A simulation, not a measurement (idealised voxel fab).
The name of this process module is voxel wiring stack.
FYI the section here is cut, 260 nm wide, cells are 5 nm squares.
In what follows, cross-sections appear as grids of square cells, described through bands that run from the top down, where every band is one or more rows of cells. Each band's line starts with the height of the band's top and of its bottom, in nm. Then come its materials from left to right, each with its width in nm. One material with "full width" fills the band from edge to edge. "air" is empty space. Zero point of the height axis is 0; under it, received wafer = one material. Lowest band: continues down indefinitely, "top 0, no bottom". A width given as "30->40" starts at the first number in the band's top row and ends at the second number in its bottom row, shifting by an equal amount at every step from row to row. "no modification" means the step left every cell of the cross-section as it was. "Enclosed cavities": empty spaces of 8 cells or more with no open way to the top, each given as width x height at distance, distance from the left edge, all in nm. Formally, on a step line, whatever follows the settings is a remark that the simulator itself makes on the step. Each step line may optionally specify "overlay nm", which for a step with a mask gives the rightward distance between the mask's planned place and where it lay, a negative value indicating the leftward direction.

**This section lists the process steps that were planned**
1 RECEIVE: material Si
2 CONFORMAL_DEP: material SiO2, thk nm 15
3 DIRECTIONAL_DEP: material TiN, thk nm 5
4 DIRECTIONAL_DEP: material Ru, thk nm 25
5 PATTERN: tone cover, mask id METAL_1, material resist, width nm 20, pitch nm 50, thk nm 20, overlay nm 0
6 DIRECTIONAL_ETCH: etch materials Ru, depth nm 25
7 DIRECTIONAL_ETCH: etch materials TiN, depth nm 5
8 STRIP: etch materials resist
9 FILL_DEP: material lowk, thk nm 10
10 CMP: height nm 45
11 CONFORMAL_DEP: material SiCN, thk nm 5
12 DIRECTIONAL_DEP: material lowk, thk nm 25
13 DIRECTIONAL_DEP: material aC, thk nm 15
14 PATTERN: tone open, mask id METAL_2_HOLES, material resist, width nm 15, thk nm 35, overlay nm 0
15 DIRECTIONAL_ETCH: etch materials aC, depth nm 15
16 STRIP: etch materials resist
17 DIRECTIONAL_ETCH: etch materials lowk, depth nm 25
18 STRIP: etch materials aC
19 PATTERN: tone open, mask id METAL_2, material resist, width nm 20, pitch nm 50, thk nm 15, overlay nm 0
20 DIRECTIONAL_ETCH: etch materials lowk, depth nm 15
21 DIRECTIONAL_ETCH: etch materials SiCN, depth nm 5
22 STRIP: etch materials resist
23 CONFORMAL_DEP: material TiN, thk nm 5
24 FILL_DEP: material Cu, thk nm 5
25 CMP: height nm 75
26 CONFORMAL_DEP: material SiCN, thk nm 5
27 DIRECTIONAL_DEP: material SiO2, thk nm 30
28 DIRECTIONAL_DEP: material aC, thk nm 15
29 PATTERN: tone open, mask id METAL_3_HOLES, material resist, width nm 15, thk nm 35, overlay nm 0
30 DIRECTIONAL_ETCH: etch materials aC, depth nm 15
31 STRIP: etch materials resist
32 DIRECTIONAL_ETCH: etch materials SiO2, depth nm 30
33 STRIP: etch materials aC
34 DIRECTIONAL_DEP: material aC, thk nm 10
35 PATTERN: tone open, mask id METAL_3, material resist, width nm 20, pitch nm 50, thk nm 30, overlay nm 0
36 DIRECTIONAL_ETCH: etch materials aC, depth nm 10
37 STRIP: etch materials resist
38 DIRECTIONAL_ETCH: etch materials SiO2, depth nm 15
39 DIRECTIONAL_ETCH: etch materials SiCN, depth nm 5
40 STRIP: etch materials aC
41 CONFORMAL_DEP: material TiN, thk nm 5
42 FILL_DEP: material Cu, thk nm 10
43 CMP: height nm 110
44 CONFORMAL_DEP: material SiCN, thk nm 5
45 DIRECTIONAL_DEP: material lowk, thk nm 15
46 MASKED_ETCH: tone open, mask id PLUG_3, width nm 15, etch materials lowk, depth nm 15, overlay nm 0
47 MASKED_ETCH: tone open, mask id PLUG_3, width nm 15, etch materials SiCN, depth nm 5, overlay nm 0
48 EPI: material Ru, thk nm 10
49 EPI: material Ru, thk nm 10
50 DIRECTIONAL_DEP: material TiN, thk nm 5
51 DIRECTIONAL_DEP: material Ru, thk nm 15
52 DIRECTIONAL_DEP: material aC, thk nm 15
53 PATTERN: tone cover, mask id METAL_4, material resist, width nm 20, pitch nm 50, thk nm 35, overlay nm 0
54 DIRECTIONAL_ETCH: etch materials aC, depth nm 15
55 STRIP: etch materials resist
56 DIRECTIONAL_ETCH: etch materials Ru, depth nm 15
57 DIRECTIONAL_ETCH: etch materials TiN, depth nm 5
58 STRIP: etch materials aC
59 FILL_DEP: material lowk, thk nm 5
60 CMP: height nm 150
61 CONFORMAL_DEP: material SiN, thk nm 5

**Below: the first of two wafers, run as planned**

**Cross-sectional view of the wafer in its as-received condition, corresponding to the state after step 1**
* top 0, no bottom: Si full width
* Enclosed cavities: none

**Cross-section through the wafer, step 2 finished**
* top 15, bottom 0: SiO2 full width
* Below 0 it's all the same as before, nothing changed down there.

**Cross-section through the wafer, step 3 finished**
* top 20, bottom 15: TiN full width
* Below 15 it's all the same as before, nothing changed down there.

**Cross-section through the wafer, step 4 finished**
* top 45, bottom 20: Ru full width
* Below 20 it's all the same as before, nothing changed down there.

**Cross-section through the wafer, step 5 finished**
* top 65, bottom 45: 95 nm air | 20 nm resist | 30 nm air | 20 nm resist | 95 nm air
* Below 45 it's all the same as before, nothing changed down there.

**Cross-section through the wafer, step 6 finished**
* top 65, bottom 45: 95 nm air | 20 nm resist | 30 nm air | 20 nm resist | 95 nm air
* top 45, bottom 20: 95 nm air | 20 nm Ru | 30 nm air | 20 nm Ru | 95 nm air
* Below 20 it's all the same as before, nothing changed down there.

**Cross-section through the wafer, step 7 finished**
* top 65, bottom 45: 95 nm air | 20 nm resist | 30 nm air | 20 nm resist | 95 nm air
* top 45, bottom 20: 95 nm air | 20 nm Ru | 30 nm air | 20 nm Ru | 95 nm air
* top 20, bottom 15: 95 nm air | 20 nm TiN | 30 nm air | 20 nm TiN | 95 nm air
* Below 15 it's all the same as before, nothing changed down there.

**Cross-section through the wafer, step 8 finished**
* top 45, bottom 20: 95 nm air | 20 nm Ru | 30 nm air | 20 nm Ru | 95 nm air
* Below 20 it's all the same as before, nothing changed down there.

**Cross-section through the wafer, step 9 finished**
* top 55, bottom 45: lowk full width
* top 45, bottom 20: 95 nm lowk | 20 nm Ru | 30 nm lowk | 20 nm Ru | 95 nm lowk
* top 20, bottom 15: 95 nm lowk | 20 nm TiN | 30 nm lowk | 20 nm TiN | 95 nm lowk
* Below 15 it's all the same as before, nothing changed down there.

**Cross-section through the wafer, step 10 finished**
* top 45, bottom 20: 95 nm lowk | 20 nm Ru | 30 nm lowk | 20 nm Ru | 95 nm lowk
* Below 20 it's all the same as before, nothing changed down there.

**Cross-section through the wafer, step 11 finished**
* top 50, bottom 45: SiCN full width
* Below 45 it's all the same as before, nothing changed down there.

**Cross-section through the wafer, step 12 finished**
* top 75, bottom 50: lowk full width
* Below 50 it's all the same as before, nothing changed down there.

**Cross-section through the wafer, step 13 finished**
* top 90, bottom 75: aC full width
* Below 75 it's all the same as before, nothing changed down there.

**Cross-section through the wafer, step 14 finished**
* top 125, bottom 90: 95 nm resist | 15 nm air | 150 nm resist
* Below 90 it's all the same as before, nothing changed down there.

**Cross-section through the wafer, step 15 finished**
* top 110, bottom 90: 95 nm resist | 15 nm air | 150 nm resist
* top 90, bottom 75: 95 nm aC | 15 nm air | 150 nm aC
* Below 75 it's all the same as before, nothing changed down there.

**Cross-section through the wafer, step 16 finished**
* top 90, bottom 75: 95 nm aC | 15 nm air | 150 nm aC
* Below 75 it's all the same as before, nothing changed down there.

**Cross-section through the wafer, step 17 finished**
* top 90, bottom 75: 95 nm aC | 15 nm air | 150 nm aC
* top 75, bottom 50: 95 nm lowk | 15 nm air | 150 nm lowk
* Below 50 it's all the same as before, nothing changed down there.

**Cross-section through the wafer, step 18 finished**
* top 75, bottom 50: 95 nm lowk | 15 nm air | 150 nm lowk
* Below 50 it's all the same as before, nothing changed down there.

**Cross-section through the wafer, step 19 finished**
* top 90, bottom 75: 95 nm resist | 20 nm air | 30 nm resist | 20 nm air | 95 nm resist
* Below 75 it's all the same as before, nothing changed down there.

**Cross-section through the wafer, step 20 finished**
* top 90, bottom 75: 95 nm resist | 20 nm air | 30 nm resist | 20 nm air | 95 nm resist
* top 75, bottom 60: 95 nm lowk | 20 nm air | 30 nm lowk | 20 nm air | 95 nm lowk
* Below 60 it's all the same as before, nothing changed down there.

**Cross-section through the wafer, step 21 finished**
* top 90, bottom 75: 95 nm resist | 20 nm air | 30 nm resist | 20 nm air | 95 nm resist
* top 75, bottom 60: 95 nm lowk | 20 nm air | 30 nm lowk | 20 nm air | 95 nm lowk
* top 60, bottom 50: 95 nm lowk | 15 nm air | 150 nm lowk
* top 50, bottom 45: 95 nm SiCN | 15 nm air | 150 nm SiCN
* Below 45 it's all the same as before, nothing changed down there.

**Cross-section through the wafer, step 22 finished**
* top 75, bottom 60: 95 nm lowk | 20 nm air | 30 nm lowk | 20 nm air | 95 nm lowk
* Below 60 it's all the same as before, nothing changed down there.

**Cross-section through the wafer, step 23 finished**
* top 80, bottom 75: 100 nm TiN | 10 nm air | 40 nm TiN | 10 nm air | 100 nm TiN
* top 75, bottom 65: 95 nm lowk | 5 nm TiN | 10 nm air | 5 nm TiN | 30 nm lowk | 5 nm TiN | 10 nm air | 5 nm TiN | 95 nm lowk
* top 65, bottom 60: 95 nm lowk | 5 nm TiN | 5 nm air | 10 nm TiN | 30 nm lowk | 20 nm TiN | 95 nm lowk
* top 60, bottom 50: 95 nm lowk | 5 nm TiN | 5 nm air | 5 nm TiN | 150 nm lowk
* top 50, bottom 45: 95 nm SiCN | 15 nm TiN | 150 nm SiCN
* Below 45 it's all the same as before, nothing changed down there.

**Cross-section through the wafer, step 24 finished**
* top 85, bottom 80: Cu full width
* top 80, bottom 75: 100 nm TiN | 10 nm Cu | 40 nm TiN | 10 nm Cu | 100 nm TiN
* top 75, bottom 65: 95 nm lowk | 5 nm TiN | 10 nm Cu | 5 nm TiN | 30 nm lowk | 5 nm TiN | 10 nm Cu | 5 nm TiN | 95 nm lowk
* top 65, bottom 60: 95 nm lowk | 5 nm TiN | 5 nm Cu | 10 nm TiN | 30 nm lowk | 20 nm TiN | 95 nm lowk
* top 60, bottom 50: 95 nm lowk | 5 nm TiN | 5 nm Cu | 5 nm TiN | 150 nm lowk
* Below 50 it's all the same as before, nothing changed down there.

**Cross-section through the wafer, step 25 finished**
* top 75, bottom 65: 95 nm lowk | 5 nm TiN | 10 nm Cu | 5 nm TiN | 30 nm lowk | 5 nm TiN | 10 nm Cu | 5 nm TiN | 95 nm lowk
* Below 65 it's all the same as before, nothing changed down there.

**Cross-section through the wafer, step 26 finished**
* top 80, bottom 75: SiCN full width
* Below 75 it's all the same as before, nothing changed down there.

**Cross-section through the wafer, step 27 finished**
* top 110, bottom 80: SiO2 full width
* Below 80 it's all the same as before, nothing changed down there.

**Cross-section through the wafer, step 28 finished**
* top 125, bottom 110: aC full width
* Below 110 it's all the same as before, nothing changed down there.

**Cross-section through the wafer, step 29 finished**
* top 160, bottom 125: 95 nm resist | 15 nm air | 150 nm resist
* Below 125 it's all the same as before, nothing changed down there.

**Cross-section through the wafer, step 30 finished**
* top 145, bottom 125: 95 nm resist | 15 nm air | 150 nm resist
* top 125, bottom 110: 95 nm aC | 15 nm air | 150 nm aC
* Below 110 it's all the same as before, nothing changed down there.

**Cross-section through the wafer, step 31 finished**
* top 125, bottom 110: 95 nm aC | 15 nm air | 150 nm aC
* Below 110 it's all the same as before, nothing changed down there.

**Cross-section through the wafer, step 32 finished**
* top 125, bottom 110: 95 nm aC | 15 nm air | 150 nm aC
* top 110, bottom 80: 95 nm SiO2 | 15 nm air | 150 nm SiO2
* Below 80 it's all the same as before, nothing changed down there.

**Cross-section through the wafer, step 33 finished**
* top 110, bottom 80: 95 nm SiO2 | 15 nm air | 150 nm SiO2
* Below 80 it's all the same as before, nothing changed down there.

**Cross-section through the wafer, step 34 finished**
* top 120, bottom 110: 95 nm aC | 15 nm air | 150 nm aC
* top 110, bottom 90: 95 nm SiO2 | 15 nm air | 150 nm SiO2
* top 90, bottom 80: 95 nm SiO2 | 15 nm aC | 150 nm SiO2
* Below 80 it's all the same as before, nothing changed down there.

**Cross-section through the wafer, step 35 finished**
* top 150, bottom 120: 95 nm resist | 20 nm air | 30 nm resist | 20 nm air | 95 nm resist
* Below 120 it's all the same as before, nothing changed down there.

**Cross-section through the wafer, step 36 finished**
* top 140, bottom 120: 95 nm resist | 20 nm air | 30 nm resist | 20 nm air | 95 nm resist
* top 120, bottom 110: 95 nm aC | 20 nm air | 30 nm aC | 20 nm air | 95 nm aC
* top 110, bottom 80: 95 nm SiO2 | 15 nm air | 150 nm SiO2
* Below 80 it's all the same as before, nothing changed down there.

**Cross-section through the wafer, step 37 finished**
* top 120, bottom 110: 95 nm aC | 20 nm air | 30 nm aC | 20 nm air | 95 nm aC
* Below 110 it's all the same as before, nothing changed down there.

**Cross-section through the wafer, step 38 finished**
* top 120, bottom 110: 95 nm aC | 20 nm air | 30 nm aC | 20 nm air | 95 nm aC
* top 110, bottom 95: 95 nm SiO2 | 20 nm air | 30 nm SiO2 | 20 nm air | 95 nm SiO2
* Below 95 it's all the same as before, nothing changed down there.

**Cross-section through the wafer, step 39 finished**
* top 120, bottom 110: 95 nm aC | 20 nm air | 30 nm aC | 20 nm air | 95 nm aC
* top 110, bottom 95: 95 nm SiO2 | 20 nm air | 30 nm SiO2 | 20 nm air | 95 nm SiO2
* top 95, bottom 80: 95 nm SiO2 | 15 nm air | 150 nm SiO2
* top 80, bottom 75: 95 nm SiCN | 15 nm air | 150 nm SiCN
* Below 75 it's all the same as before, nothing changed down there.

**Cross-section through the wafer, step 40 finished**
* top 110, bottom 95: 95 nm SiO2 | 20 nm air | 30 nm SiO2 | 20 nm air | 95 nm SiO2
* Below 95 it's all the same as before, nothing changed down there.

**Cross-section through the wafer, step 41 finished**
* top 115, bottom 110: 100 nm TiN | 10 nm air | 40 nm TiN | 10 nm air | 100 nm TiN
* top 110, bottom 100: 95 nm SiO2 | 5 nm TiN | 10 nm air | 5 nm TiN | 30 nm SiO2 | 5 nm TiN | 10 nm air | 5 nm TiN | 95 nm SiO2
* top 100, bottom 95: 95 nm SiO2 | 5 nm TiN | 5 nm air | 10 nm TiN | 30 nm SiO2 | 20 nm TiN | 95 nm SiO2
* top 95, bottom 80: 95 nm SiO2 | 5 nm TiN | 5 nm air | 5 nm TiN | 150 nm SiO2
* top 80, bottom 75: 95 nm SiCN | 15 nm TiN | 150 nm SiCN
* Below 75 it's all the same as before, nothing changed down there.

**Cross-section through the wafer, step 42 finished**
* top 125, bottom 115: Cu full width
* top 115, bottom 110: 100 nm TiN | 10 nm Cu | 40 nm TiN | 10 nm Cu | 100 nm TiN
* top 110, bottom 100: 95 nm SiO2 | 5 nm TiN | 10 nm Cu | 5 nm TiN | 30 nm SiO2 | 5 nm TiN | 10 nm Cu | 5 nm TiN | 95 nm SiO2
* top 100, bottom 95: 95 nm SiO2 | 5 nm TiN | 5 nm Cu | 10 nm TiN | 30 nm SiO2 | 20 nm TiN | 95 nm SiO2
* top 95, bottom 80: 95 nm SiO2 | 5 nm TiN | 5 nm Cu | 5 nm TiN | 150 nm SiO2
* Below 80 it's all the same as before, nothing changed down there.

**Cross-section through the wafer, step 43 finished**
* top 110, bottom 100: 95 nm SiO2 | 5 nm TiN | 10 nm Cu | 5 nm TiN | 30 nm SiO2 | 5 nm TiN | 10 nm Cu | 5 nm TiN | 95 nm SiO2
* Below 100 it's all the same as before, nothing changed down there.

**Cross-section through the wafer, step 44 finished**
* top 115, bottom 110: SiCN full width
* Below 110 it's all the same as before, nothing changed down there.

**Cross-section through the wafer, step 45 finished**
* top 130, bottom 115: lowk full width
* Below 115 it's all the same as before, nothing changed down there.

**Cross-section through the wafer, step 46 finished**
* top 130, bottom 115: 95 nm lowk | 15 nm air | 150 nm lowk
* Below 115 it's all the same as before, nothing changed down there.

**Cross-section through the wafer, step 47 finished**
* top 130, bottom 115: 95 nm lowk | 15 nm air | 150 nm lowk
* top 115, bottom 110: 95 nm SiCN | 15 nm air | 150 nm SiCN
* Below 110 it's all the same as before, nothing changed down there.

**Cross-section through the wafer, step 48 finished**
* top 130, bottom 120: 95 nm lowk | 15 nm air | 150 nm lowk
* top 120, bottom 115: 95 nm lowk | 15 nm Ru | 150 nm lowk
* top 115, bottom 110: 95 nm SiCN | 15 nm Ru | 150 nm SiCN
* Below 110 it's all the same as before, nothing changed down there.

**Cross-section through the wafer, step 49 finished**
* top 130, bottom 115: 95 nm lowk | 15 nm Ru | 150 nm lowk
* Below 115 it's all the same as before, nothing changed down there.

**Cross-section through the wafer, step 50 finished**
* top 135, bottom 130: TiN full width
* Below 130 it's all the same as before, nothing changed down there.

**Cross-section through the wafer, step 51 finished**
* top 150, bottom 135: Ru full width
* Below 135 it's all the same as before, nothing changed down there.

**Cross-section through the wafer, step 52 finished**
* top 165, bottom 150: aC full width
* Below 150 it's all the same as before, nothing changed down there.

**Cross-section through the wafer, step 53 finished**
* top 200, bottom 165: 95 nm air | 20 nm resist | 30 nm air | 20 nm resist | 95 nm air
* Below 165 it's all the same as before, nothing changed down there.

**Cross-section through the wafer, step 54 finished**
* top 185, bottom 165: 95 nm air | 20 nm resist | 30 nm air | 20 nm resist | 95 nm air
* top 165, bottom 150: 95 nm air | 20 nm aC | 30 nm air | 20 nm aC | 95 nm air
* Below 150 it's all the same as before, nothing changed down there.

**Cross-section through the wafer, step 55 finished**
* top 165, bottom 150: 95 nm air | 20 nm aC | 30 nm air | 20 nm aC | 95 nm air
* Below 150 it's all the same as before, nothing changed down there.

**Cross-section through the wafer, step 56 finished**
* top 165, bottom 150: 95 nm air | 20 nm aC | 30 nm air | 20 nm aC | 95 nm air
* top 150, bottom 135: 95 nm air | 20 nm Ru | 30 nm air | 20 nm Ru | 95 nm air
* Below 135 it's all the same as before, nothing changed down there.

**Cross-section through the wafer, step 57 finished**
* top 165, bottom 150: 95 nm air | 20 nm aC | 30 nm air | 20 nm aC | 95 nm air
* top 150, bottom 135: 95 nm air | 20 nm Ru | 30 nm air | 20 nm Ru | 95 nm air
* top 135, bottom 130: 95 nm air | 20 nm TiN | 30 nm air | 20 nm TiN | 95 nm air
* Below 130 it's all the same as before, nothing changed down there.

**Cross-section through the wafer, step 58 finished**
* top 150, bottom 135: 95 nm air | 20 nm Ru | 30 nm air | 20 nm Ru | 95 nm air
* Below 135 it's all the same as before, nothing changed down there.

**Cross-section through the wafer, step 59 finished**
* top 155, bottom 150: lowk full width
* top 150, bottom 135: 95 nm lowk | 20 nm Ru | 30 nm lowk | 20 nm Ru | 95 nm lowk
* top 135, bottom 130: 95 nm lowk | 20 nm TiN | 30 nm lowk | 20 nm TiN | 95 nm lowk
* Below 130 it's all the same as before, nothing changed down there.

**Cross-section through the wafer, step 60 finished**
* top 150, bottom 135: 95 nm lowk | 20 nm Ru | 30 nm lowk | 20 nm Ru | 95 nm lowk
* Below 135 it's all the same as before, nothing changed down there.

**Cross-section through the wafer, step 61 finished**
* top 155, bottom 150: SiN full width
* Below 150 it's all the same as before, nothing changed down there.

**The second wafer began exactly as the first did and followed the same plan, but one mistake was made while running it; through step 34 inclusive, the two wafers are identical**

**Cross-section, second wafer, at the end time the plan gives for step 35**
* top 150, bottom 120: 95 nm resist | 25 nm air | 25 nm resist | 25 nm air | 90 nm resist
* Below 120 it's all the same as before, nothing changed down there.

**Cross-section, second wafer, at the end time the plan gives for step 36**
* top 140, bottom 120: 95 nm resist | 25 nm air | 25 nm resist | 25 nm air | 90 nm resist
* top 120, bottom 110: 95 nm aC | 25 nm air | 25 nm aC | 25 nm air | 90 nm aC
* top 110, bottom 80: 95 nm SiO2 | 15 nm air | 150 nm SiO2
* Below 80 it's all the same as before, nothing changed down there.

**Cross-section, second wafer, at the end time the plan gives for step 37**
* top 120, bottom 110: 95 nm aC | 25 nm air | 25 nm aC | 25 nm air | 90 nm aC
* Below 110 it's all the same as before, nothing changed down there.

**Cross-section, second wafer, at the end time the plan gives for step 38**
* top 120, bottom 110: 95 nm aC | 25 nm air | 25 nm aC | 25 nm air | 90 nm aC
* top 110, bottom 95: 95 nm SiO2 | 25 nm air | 25 nm SiO2 | 25 nm air | 90 nm SiO2
* Below 95 it's all the same as before, nothing changed down there.

**Cross-section, second wafer, at the end time the plan gives for step 39**
* top 120, bottom 110: 95 nm aC | 25 nm air | 25 nm aC | 25 nm air | 90 nm aC
* top 110, bottom 95: 95 nm SiO2 | 25 nm air | 25 nm SiO2 | 25 nm air | 90 nm SiO2
* top 95, bottom 80: 95 nm SiO2 | 15 nm air | 150 nm SiO2
* top 80, bottom 75: 95 nm SiCN | 15 nm air | 150 nm SiCN
* Below 75 it's all the same as before, nothing changed down there.

**Cross-section, second wafer, at the end time the plan gives for step 40**
* top 110, bottom 95: 95 nm SiO2 | 25 nm air | 25 nm SiO2 | 25 nm air | 90 nm SiO2
* Below 95 it's all the same as before, nothing changed down there.

**Cross-section, second wafer, at the end time the plan gives for step 41**
* top 115, bottom 110: 100 nm TiN | 15 nm air | 35 nm TiN | 15 nm air | 95 nm TiN
* top 110, bottom 100: 95 nm SiO2 | 5 nm TiN | 15 nm air | 5 nm TiN | 25 nm SiO2 | 5 nm TiN | 15 nm air | 5 nm TiN | 90 nm SiO2
* top 100, bottom 95: 95 nm SiO2 | 5 nm TiN | 5 nm air | 15 nm TiN | 25 nm SiO2 | 25 nm TiN | 90 nm SiO2
* top 95, bottom 80: 95 nm SiO2 | 5 nm TiN | 5 nm air | 5 nm TiN | 150 nm SiO2
* top 80, bottom 75: 95 nm SiCN | 15 nm TiN | 150 nm SiCN
* Below 75 it's all the same as before, nothing changed down there.

**Cross-section, second wafer, at the end time the plan gives for step 42**
* top 125, bottom 115: Cu full width
* top 115, bottom 110: 100 nm TiN | 15 nm Cu | 35 nm TiN | 15 nm Cu | 95 nm TiN
* top 110, bottom 100: 95 nm SiO2 | 5 nm TiN | 15 nm Cu | 5 nm TiN | 25 nm SiO2 | 5 nm TiN | 15 nm Cu | 5 nm TiN | 90 nm SiO2
* top 100, bottom 95: 95 nm SiO2 | 5 nm TiN | 5 nm Cu | 15 nm TiN | 25 nm SiO2 | 25 nm TiN | 90 nm SiO2
* top 95, bottom 80: 95 nm SiO2 | 5 nm TiN | 5 nm Cu | 5 nm TiN | 150 nm SiO2
* Below 80 it's all the same as before, nothing changed down there.

**Cross-section, second wafer, at the end time the plan gives for step 43**
* top 110, bottom 100: 95 nm SiO2 | 5 nm TiN | 15 nm Cu | 5 nm TiN | 25 nm SiO2 | 5 nm TiN | 15 nm Cu | 5 nm TiN | 90 nm SiO2
* Below 100 it's all the same as before, nothing changed down there.

**Cross-section, second wafer, at the end time the plan gives for step 44**
* top 115, bottom 110: SiCN full width
* Below 110 it's all the same as before, nothing changed down there.

**Cross-section, second wafer, at the end time the plan gives for step 45**
* top 130, bottom 115: lowk full width
* Below 115 it's all the same as before, nothing changed down there.

**Cross-section, second wafer, at the end time the plan gives for step 46**
* top 130, bottom 115: 95 nm lowk | 15 nm air | 150 nm lowk
* Below 115 it's all the same as before, nothing changed down there.

**Cross-section, second wafer, at the end time the plan gives for step 47**
* top 130, bottom 115: 95 nm lowk | 15 nm air | 150 nm lowk
* top 115, bottom 110: 95 nm SiCN | 15 nm air | 150 nm SiCN
* Below 110 it's all the same as before, nothing changed down there.

**Cross-section, second wafer, at the end time the plan gives for step 48**
* top 130, bottom 120: 95 nm lowk | 15 nm air | 150 nm lowk
* top 120, bottom 115: 95 nm lowk | 15 nm Ru | 150 nm lowk
* top 115, bottom 110: 95 nm SiCN | 15 nm Ru | 150 nm SiCN
* Below 110 it's all the same as before, nothing changed down there.

**Cross-section, second wafer, at the end time the plan gives for step 49**
* top 130, bottom 115: 95 nm lowk | 15 nm Ru | 150 nm lowk
* Below 115 it's all the same as before, nothing changed down there.

**Cross-section, second wafer, at the end time the plan gives for step 50**
* top 135, bottom 130: TiN full width
* Below 130 it's all the same as before, nothing changed down there.

**Cross-section, second wafer, at the end time the plan gives for step 51**
* top 150, bottom 135: Ru full width
* Below 135 it's all the same as before, nothing changed down there.

**Cross-section, second wafer, at the end time the plan gives for step 52**
* top 165, bottom 150: aC full width
* Below 150 it's all the same as before, nothing changed down there.

**Cross-section, second wafer, at the end time the plan gives for step 53**
* top 200, bottom 165: 95 nm air | 20 nm resist | 30 nm air | 20 nm resist | 95 nm air
* Below 165 it's all the same as before, nothing changed down there.

**Cross-section, second wafer, at the end time the plan gives for step 54**
* top 185, bottom 165: 95 nm air | 20 nm resist | 30 nm air | 20 nm resist | 95 nm air
* top 165, bottom 150: 95 nm air | 20 nm aC | 30 nm air | 20 nm aC | 95 nm air
* Below 150 it's all the same as before, nothing changed down there.

**Cross-section, second wafer, at the end time the plan gives for step 55**
* top 165, bottom 150: 95 nm air | 20 nm aC | 30 nm air | 20 nm aC | 95 nm air
* Below 150 it's all the same as before, nothing changed down there.

**Cross-section, second wafer, at the end time the plan gives for step 56**
* top 165, bottom 150: 95 nm air | 20 nm aC | 30 nm air | 20 nm aC | 95 nm air
* top 150, bottom 135: 95 nm air | 20 nm Ru | 30 nm air | 20 nm Ru | 95 nm air
* Below 135 it's all the same as before, nothing changed down there.

**Cross-section, second wafer, at the end time the plan gives for step 57**
* top 165, bottom 150: 95 nm air | 20 nm aC | 30 nm air | 20 nm aC | 95 nm air
* top 150, bottom 135: 95 nm air | 20 nm Ru | 30 nm air | 20 nm Ru | 95 nm air
* top 135, bottom 130: 95 nm air | 20 nm TiN | 30 nm air | 20 nm TiN | 95 nm air
* Below 130 it's all the same as before, nothing changed down there.

**Cross-section, second wafer, at the end time the plan gives for step 58**
* top 150, bottom 135: 95 nm air | 20 nm Ru | 30 nm air | 20 nm Ru | 95 nm air
* Below 135 it's all the same as before, nothing changed down there.

**Cross-section, second wafer, at the end time the plan gives for step 59**
* top 155, bottom 150: lowk full width
* top 150, bottom 135: 95 nm lowk | 20 nm Ru | 30 nm lowk | 20 nm Ru | 95 nm lowk
* top 135, bottom 130: 95 nm lowk | 20 nm TiN | 30 nm lowk | 20 nm TiN | 95 nm lowk
* Below 130 it's all the same as before, nothing changed down there.

**Cross-section, second wafer, at the end time the plan gives for step 60**
* top 150, bottom 135: 95 nm lowk | 20 nm Ru | 30 nm lowk | 20 nm Ru | 95 nm lowk
* Below 135 it's all the same as before, nothing changed down there.

**Cross-section, second wafer, at the end time the plan gives for step 61**
* top 155, bottom 150: SiN full width
* Below 150 it's all the same as before, nothing changed down there.
The mistake made against the process plan was this: off-plan run, step 35, actual operation and settings PATTERN: tone open, mask id METAL_3, material resist, width nm 25, pitch nm 50, thk nm 30, overlay nm 0
Wrapping up, a cell-based count of both wafers puts the second over or under the first for these materials: Cu +4; SiO2 -6; TiN +2
